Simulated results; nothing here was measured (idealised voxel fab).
process module | voxel self aligned contacts
cross-section cut | 235 nm wide | cells 5 nm
A cross-section is a grid of square cells, given in bands from the top down. A band is one or more rows of cells.
Each band's line starts with the height of the band's top and of its bottom, in nm. Then come its materials from left to right, each with its width in nm. One material with "throughout" fills the band from edge to edge. "air" is empty space.
Height 0 is the level under which the wafer as received is all one material. The lowest band goes on downwards, as in "0 down".
A width such as "30 to 40" changes by the same amount from each row of cells to the next, from the band's top row to its bottom row.
"no change" after a step means that no cell of the cross-section changed.
closed voids: empty space of 8 cells or more with no open way to the top, each as width x height at its distance from the left edge, in nm
after a step's settings: what the simulator itself notes on the step
overlay nm, on a step with a mask: how far to the right of its planned place the mask lay; to the left if negative
plan
1 op RECEIVE | material Si
2 op OXIDIZE | depth nm 5
3 op DIRECTIONAL_DEP | material polySi | thk nm 25
4 op DIRECTIONAL_DEP | material SiN | thk nm 15
5 op PATTERN | tone cover | mask id GATE | material resist | width nm 25 | pitch nm 50 | thk nm 20 | overlay nm 0
6 op DIRECTIONAL_ETCH | etch materials SiN | depth nm 15
7 op DIRECTIONAL_ETCH | etch materials polySi | depth nm 25
8 op STRIP | etch materials resist
9 op CONFORMAL_DEP | material SiN | thk nm 5
10 op DIRECTIONAL_ETCH | etch materials SiN | depth nm 5
11 op FILL_DEP | material SiO2 | thk nm 20
12 op CMP | height nm 50
13 op DIRECTIONAL_DEP | material aC | thk nm 10
14 op PATTERN | tone open | mask id CONTACT | material resist | width nm 35 | pitch nm 50 | thk nm 30 | overlay nm 0
15 op DIRECTIONAL_ETCH | etch materials aC | depth nm 10
16 op STRIP | etch materials resist
17 op DIRECTIONAL_ETCH | etch materials SiO2 | depth nm 55
18 op STRIP | etch materials aC
19 op CONFORMAL_DEP | material TiN | thk nm 5
20 op FILL_DEP | material Ru | thk nm 10
21 op CMP | height nm 50
22 op CONFORMAL_DEP | material SiCN | thk nm 5
first wafer, as planned
as received, after step 1
  0 down: Si throughout
  closed voids: none
after step 2
  0 to -5: SiO2 throughout
  below -5: unchanged
after step 3
  25 to 0: polySi throughout
  below 0: unchanged
after step 4
  40 to 25: SiN throughout
  below 25: unchanged
after step 5
  60 to 40: air 55 | resist 25 | air 25 | resist 25 | air 25 | resist 25 | air 55
  below 40: unchanged
after step 6
  60 to 40: air 55 | resist 25 | air 25 | resist 25 | air 25 | resist 25 | air 55
  40 to 25: air 55 | SiN 25 | air 25 | SiN 25 | air 25 | SiN 25 | air 55
  below 25: unchanged
after step 7
  60 to 40: air 55 | resist 25 | air 25 | resist 25 | air 25 | resist 25 | air 55
  40 to 25: air 55 | SiN 25 | air 25 | SiN 25 | air 25 | SiN 25 | air 55
  25 to 0: air 55 | polySi 25 | air 25 | polySi 25 | air 25 | polySi 25 | air 55
  below 0: unchanged
after step 8
  40 to 25: air 55 | SiN 25 | air 25 | SiN 25 | air 25 | SiN 25 | air 55
  below 25: unchanged
after step 9
  45 to 25: air 50 | SiN 35 | air 15 | SiN 35 | air 15 | SiN 35 | air 50
  25 to 5: air 50 | SiN 5 | polySi 25 | SiN 5 | air 15 | SiN 5 | polySi 25 | SiN 5 | air 15 | SiN 5 | polySi 25 | SiN 5 | air 50
  5 to 0: SiN 55 | polySi 25 | SiN 25 | polySi 25 | SiN 25 | polySi 25 | SiN 55
  below 0: unchanged
after step 10
  40 to 25: air 50 | SiN 35 | air 15 | SiN 35 | air 15 | SiN 35 | air 50
  25 to 0: air 50 | SiN 5 | polySi 25 | SiN 5 | air 15 | SiN 5 | polySi 25 | SiN 5 | air 15 | SiN 5 | polySi 25 | SiN 5 | air 50
  below 0: unchanged
after step 11
  60 to 40: SiO2 throughout
  40 to 25: SiO2 50 | SiN 35 | SiO2 15 | SiN 35 | SiO2 15 | SiN 35 | SiO2 50
  25 to 0: SiO2 50 | SiN 5 | polySi 25 | SiN 5 | SiO2 15 | SiN 5 | polySi 25 | SiN 5 | SiO2 15 | SiN 5 | polySi 25 | SiN 5 | SiO2 50
  below 0: unchanged
after step 12
  50 to 40: SiO2 throughout
  below 40: unchanged
after step 13
  60 to 50: aC throughout
  below 50: unchanged
after step 14
  90 to 60: resist 75 | air 35 | resist 15 | air 35 | resist 75
  below 60: unchanged
after step 15
  80 to 60: resist 75 | air 35 | resist 15 | air 35 | resist 75
  60 to 50: aC 75 | air 35 | aC 15 | air 35 | aC 75
  below 50: unchanged
after step 16
  60 to 50: aC 75 | air 35 | aC 15 | air 35 | aC 75
  below 50: unchanged
after step 17
  60 to 50: aC 75 | air 35 | aC 15 | air 35 | aC 75
  50 to 40: SiO2 75 | air 35 | SiO2 15 | air 35 | SiO2 75
  40 to 25: SiO2 50 | SiN 35 | air 15 | SiN 35 | air 15 | SiN 35 | SiO2 50
  25 to 0: SiO2 50 | SiN 5 | polySi 25 | SiN 5 | air 15 | SiN 5 | polySi 25 | SiN 5 | air 15 | SiN 5 | polySi 25 | SiN 5 | SiO2 50
  0 to -5: SiO2 85 | air 15 | SiO2 35 | air 15 | SiO2 85
  below -5: unchanged
after step 18
  50 to 40: SiO2 75 | air 35 | SiO2 15 | air 35 | SiO2 75
  below 40: unchanged
after step 19
  55 to 50: TiN 80 | air 25 | TiN 25 | air 25 | TiN 80
  50 to 40: SiO2 75 | TiN 5 to 15 | air 25 to 5 | TiN 5 to 15 | SiO2 15 | TiN 5 to 15 | air 25 to 5 | TiN 5 to 15 | SiO2 75
  40 to 25: SiO2 50 | SiN 35 | TiN 5 | air 5 | TiN 5 | SiN 35 | TiN 5 | air 5 | TiN 5 | SiN 35 | SiO2 50
  25 to 0: SiO2 50 | SiN 5 | polySi 25 | SiN 5 | TiN 5 | air 5 | TiN 5 | SiN 5 | polySi 25 | SiN 5 | TiN 5 | air 5 | TiN 5 | SiN 5 | polySi 25 | SiN 5 | SiO2 50
  0 to -5: SiO2 85 | TiN 15 | SiO2 35 | TiN 15 | SiO2 85
  below -5: unchanged
after step 20
  65 to 55: Ru throughout
  55 to 50: TiN 80 | Ru 25 | TiN 25 | Ru 25 | TiN 80
  50 to 40: SiO2 75 | TiN 5 to 15 | Ru 25 to 5 | TiN 5 to 15 | SiO2 15 | TiN 5 to 15 | Ru 25 to 5 | TiN 5 to 15 | SiO2 75
  40 to 25: SiO2 50 | SiN 35 | TiN 5 | Ru 5 | TiN 5 | SiN 35 | TiN 5 | Ru 5 | TiN 5 | SiN 35 | SiO2 50
  25 to 0: SiO2 50 | SiN 5 | polySi 25 | SiN 5 | TiN 5 | Ru 5 | TiN 5 | SiN 5 | polySi 25 | SiN 5 | TiN 5 | Ru 5 | TiN 5 | SiN 5 | polySi 25 | SiN 5 | SiO2 50
  below 0: unchanged
after step 21
  50 to 40: SiO2 75 | TiN 5 to 15 | Ru 25 to 5 | TiN 5 to 15 | SiO2 15 | TiN 5 to 15 | Ru 25 to 5 | TiN 5 to 15 | SiO2 75
  below 40: unchanged
after step 22
  55 to 50: SiCN throughout
  below 50: unchanged
second wafer: like start, like plan, one mistake. Through step 5 it matches the first wafer
when step 6 should have ended
  60 to 40: air 55 | resist 25 | air 25 | resist 25 | air 25 | resist 25 | air 55
  40 to 30: air 55 | SiN 25 | air 25 | SiN 25 | air 25 | SiN 25 | air 55
  below 30: unchanged
when step 7 should have ended: no change
when step 8 should have ended
  40 to 30: air 55 | SiN 25 | air 25 | SiN 25 | air 25 | SiN 25 | air 55
  below 30: unchanged
when step 9 should have ended
  45 to 35: air 50 | SiN 35 | air 15 | SiN 35 | air 15 | SiN 35 | air 50
  35 to 25: SiN throughout
  below 25: unchanged
when step 10 should have ended
  40 to 30: air 50 | SiN 35 | air 15 | SiN 35 | air 15 | SiN 35 | air 50
  below 30: unchanged
when step 11 should have ended
  60 to 40: SiO2 throughout
  40 to 30: SiO2 50 | SiN 35 | SiO2 15 | SiN 35 | SiO2 15 | SiN 35 | SiO2 50
  below 30: unchanged
when step 12 should have ended
  50 to 40: SiO2 throughout
  below 40: unchanged
when step 13 should have ended
  60 to 50: aC throughout
  below 50: unchanged
when step 14 should have ended
  90 to 60: resist 75 | air 35 | resist 15 | air 35 | resist 75
  below 60: unchanged
when step 15 should have ended
  80 to 60: resist 75 | air 35 | resist 15 | air 35 | resist 75
  60 to 50: aC 75 | air 35 | aC 15 | air 35 | aC 75
  below 50: unchanged
when step 16 should have ended
  60 to 50: aC 75 | air 35 | aC 15 | air 35 | aC 75
  below 50: unchanged
when step 17 should have ended
  60 to 50: aC 75 | air 35 | aC 15 | air 35 | aC 75
  50 to 40: SiO2 75 | air 35 | SiO2 15 | air 35 | SiO2 75
  40 to 30: SiO2 50 | SiN 35 | air 15 | SiN 35 | air 15 | SiN 35 | SiO2 50
  below 30: unchanged
when step 18 should have ended
  50 to 40: SiO2 75 | air 35 | SiO2 15 | air 35 | SiO2 75
  below 40: unchanged
when step 19 should have ended
  55 to 50: TiN 80 | air 25 | TiN 25 | air 25 | TiN 80
  50 to 40: SiO2 75 | TiN 5 to 15 | air 25 to 5 | TiN 5 to 15 | SiO2 15 | TiN 5 to 15 | air 25 to 5 | TiN 5 to 15 | SiO2 75
  40 to 35: SiO2 50 | SiN 35 | TiN 5 | air 5 | TiN 5 | SiN 35 | TiN 5 | air 5 | TiN 5 | SiN 35 | SiO2 50
  35 to 30: SiO2 50 | SiN 35 | TiN 15 | SiN 35 | TiN 15 | SiN 35 | SiO2 50
  below 30: unchanged
when step 20 should have ended
  65 to 55: Ru throughout
  55 to 50: TiN 80 | Ru 25 | TiN 25 | Ru 25 | TiN 80
  50 to 40: SiO2 75 | TiN 5 to 15 | Ru 25 to 5 | TiN 5 to 15 | SiO2 15 | TiN 5 to 15 | Ru 25 to 5 | TiN 5 to 15 | SiO2 75
  40 to 35: SiO2 50 | SiN 35 | TiN 5 | Ru 5 | TiN 5 | SiN 35 | TiN 5 | Ru 5 | TiN 5 | SiN 35 | SiO2 50
  below 35: unchanged
when step 21 should have ended
  50 to 40: SiO2 75 | TiN 5 to 15 | Ru 25 to 5 | TiN 5 to 15 | SiO2 15 | TiN 5 to 15 | Ru 25 to 5 | TiN 5 to 15 | SiO2 75
  below 40: unchanged
when step 22 should have ended
  55 to 50: SiCN throughout
  below 50: unchanged
what went wrong: step 6 ran as: op DIRECTIONAL_ETCH | etch materials SiN | depth nm 10
at the end the second wafer has, in cells: 14 fewer of Ru | 4 fewer of SiN | 114 fewer of SiO2 | 28 fewer of TiN | 160 more of polySi
